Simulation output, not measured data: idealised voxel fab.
This section sets out a process module, namely voxel transistor to metal.
Displayed cross-section: cut, width of 180 nm, square cells sized 5 nm.
Cross-section = grid of square cells, listed top down in bands; band = one or more rows. What a band's entry tells you: where the top is and where the bottom is, as heights in nm, and after that what lies inside, material by material from left to right, each with its width in nm. Empty space is written as the word "blank", and a single material marked with the word "all across" occupies the band from edge to edge. A quick word on heights: they are counted from 0, and under that level the wafer as it came to us is one material throughout. The lowest band is different from the rest in having no bottom; it simply continues downward, written as in "top 0, no bottom". Graded width ("30..40"): value in top row of band = first number; value in bottom row = second number; row-to-row change constant. "changes: none", as given for a step, is the statement that not any cell of the cross-section underwent a change during that step. Entry "Trapped cavities". Content: empty spaces with no open connection to the top, size 8 cells or greater. Each: width x height at distance. Distance: from left edge. Unit: nm. What comes after the settings on a step's line is commentary from the simulator itself on that step. overlay nm, on a step with a mask: how far to the right of its planned place the mask lay; to the left if negative.

## The following list gives the planned process steps
1) RECEIVE,material Si
2) CONFORMAL_DEP,material SiO2,thk nm 5
3) CONFORMAL_DEP,material SiN,thk nm 10
4) PATTERN,tone cover,mask id ACTIVE,material resist,width nm 105,thk nm 20,overlay nm 0
5) DIRECTIONAL_ETCH,etch materials SiN,depth nm 10
6) DIRECTIONAL_ETCH,etch materials SiO2,depth nm 5
7) DIRECTIONAL_ETCH,etch materials Si,depth nm 35
8) STRIP,etch materials resist
9) OXIDIZE,depth nm 5
10) FILL_DEP,material SiO2,thk nm 5
11) CMP,height nm 15
12) SELECTIVE_ETCH,etch materials SiO2,depth nm 10
13) STRIP,etch materials SiN
14) SELECTIVE_ETCH,etch materials SiO2,depth nm 5
15) OXIDIZE,depth nm 5
16) DIRECTIONAL_DEP,material polySi,thk nm 20
17) DIRECTIONAL_DEP,material SiCN,thk nm 10
18) PATTERN,tone cover,mask id GATE,material resist,width nm 25,thk nm 20,overlay nm 0
19) DIRECTIONAL_ETCH,etch materials SiCN,depth nm 20
20) DIRECTIONAL_ETCH,etch materials polySi,depth nm 30
21) STRIP,etch materials resist
22) CONFORMAL_DEP,material SiN,thk nm 10
23) DIRECTIONAL_ETCH,etch materials SiN,depth nm 10
24) DIRECTIONAL_ETCH,etch materials SiO2,depth nm 5
25) DIRECTIONAL_ETCH,etch materials Si,depth nm 15
26) EPI,material pSi,thk nm 15
27) FILL_DEP,material SiO2,thk nm 5
28) CMP,height nm 20
29) STRIP,etch materials polySi
30) SELECTIVE_ETCH,etch materials SiO2,depth nm 5
31) CONFORMAL_DEP,material HfO2,thk nm 5
32) CONFORMAL_DEP,material TiN,thk nm 5
33) FILL_DEP,material W,thk nm 5
34) CMP,height nm 15
35) DIRECTIONAL_DEP,material SiO2,thk nm 15
36) DIRECTIONAL_DEP,material aC,thk nm 10
37) PATTERN,tone open,mask id CONTACT,material resist,width nm 15,pitch nm 70,thk nm 30,overlay nm 0
38) DIRECTIONAL_ETCH,etch materials aC,depth nm 10
39) STRIP,etch materials resist
40) DIRECTIONAL_ETCH,etch materials SiO2,depth nm 35
41) STRIP,etch materials aC
42) CONFORMAL_DEP,material TiN,thk nm 5
43) FILL_DEP,material W,thk nm 10
44) CMP,height nm 30
45) CONFORMAL_DEP,material SiCN,thk nm 5
46) DIRECTIONAL_DEP,material SiO2,thk nm 15
47) DIRECTIONAL_DEP,material aC,thk nm 15
48) PATTERN,tone open,mask id METAL_1,material resist,width nm 15,pitch nm 70,thk nm 30,overlay nm 0
49) DIRECTIONAL_ETCH,etch materials aC,depth nm 15
50) STRIP,etch materials resist
51) DIRECTIONAL_ETCH,etch materials SiO2,depth nm 15
52) DIRECTIONAL_ETCH,etch materials SiCN,depth nm 5
53) STRIP,etch materials aC
54) CONFORMAL_DEP,material TiN,thk nm 5
55) FILL_DEP,material Cu,thk nm 10
56) CMP,height nm 50
57) CONFORMAL_DEP,material SiCN,thk nm 5
58) DIRECTIONAL_DEP,material SiO2,thk nm 30
59) DIRECTIONAL_DEP,material aC,thk nm 15
60) PATTERN,tone open,mask id METAL_2,material resist,width nm 15,pitch nm 70,thk nm 35,overlay nm 0
61) DIRECTIONAL_ETCH,etch materials aC,depth nm 15
62) STRIP,etch materials resist
63) DIRECTIONAL_ETCH,etch materials SiO2,depth nm 20
64) STRIP,etch materials aC
65) DIRECTIONAL_DEP,material aC,thk nm 15
66) PATTERN,tone open,mask id METAL_2_HOLES,material resist,width nm 15,pitch nm 70,thk nm 35,overlay nm 0
67) DIRECTIONAL_ETCH,etch materials aC,depth nm 15
68) STRIP,etch materials resist
69) DIRECTIONAL_ETCH,etch materials SiO2,depth nm 10
70) DIRECTIONAL_ETCH,etch materials SiCN,depth nm 5
71) STRIP,etch materials aC
72) CONFORMAL_DEP,material TiN,thk nm 5
73) FILL_DEP,material Cu,thk nm 10
74) CMP,height nm 85
75) CONFORMAL_DEP,material SiN,thk nm 5

## Shown in cross-section is the wafer as received, that is, as it stands after step 1
- top 0, no bottom  Si all across
- Trapped cavities: none

## Final cross-section, module run with one mistake (start and plan as above)
- top 90, bottom 85  SiN all across
- top 85, bottom 55  SiO2 45 nm / TiN 5 nm / Cu 5 nm / TiN 5 nm / SiO2 55 nm / TiN 5 nm / Cu 5 nm / TiN 5 nm / SiO2 50 nm
- top 55, bottom 50  SiCN 45 nm / TiN 15 nm / SiCN 55 nm / TiN 15 nm / SiCN 50 nm
- top 50, bottom 35  SiO2 45 nm / TiN 5 nm / Cu 5 nm / TiN 5 nm / SiO2 55 nm / TiN 5 nm / Cu 5 nm / TiN 5 nm / SiO2 50 nm
- top 35, bottom 30  SiCN 45 nm / TiN 15 nm / SiCN 55 nm / TiN 15 nm / SiCN 50 nm
- top 30, bottom 15  SiO2 45 nm / TiN 5 nm / W 5 nm / TiN 5 nm / SiO2 55 nm / TiN 5 nm / W 5 nm / TiN 5 nm / SiO2 50 nm
- top 15, bottom 5  SiO2 45 nm / TiN 5 nm / W 5 nm / TiN 5 nm / SiO2 5 nm / SiN 10 nm / HfO2 5 nm / TiN 5 nm / W 5 nm / TiN 5 nm / HfO2 5 nm / SiN 10 nm / SiO2 5 nm / TiN 5 nm / W 5 nm / TiN 5 nm / SiO2 50 nm
- top 5, bottom 0  SiO2 45 nm / TiN 5 nm / W 5 nm / TiN 5 nm / SiO2 5 nm / SiN 10 nm / HfO2 5 nm / TiN 15 nm / HfO2 5 nm / SiN 10 nm / SiO2 5 nm / TiN 5 nm / W 5 nm / TiN 5 nm / SiO2 50 nm
- top 0, bottom -5  SiO2 45 nm / TiN 15 nm / SiO2 10 nm / HfO2 35 nm / SiO2 10 nm / TiN 15 nm / SiO2 50 nm
- top -5, bottom -20  pSi 30 nm / SiO2 115 nm / pSi 35 nm
- top -20, bottom -40  Si 30 nm / SiO2 115 nm / Si 35 nm
- top -40, no bottom  Si all across
- Trapped cavities: none
Heads up, the wafer didn't run the way we planned it: step 4 off recipe, ran as PATTERN,tone open,mask id ACTIVE,material resist,width nm 105,thk nm 20,overlay nm 0
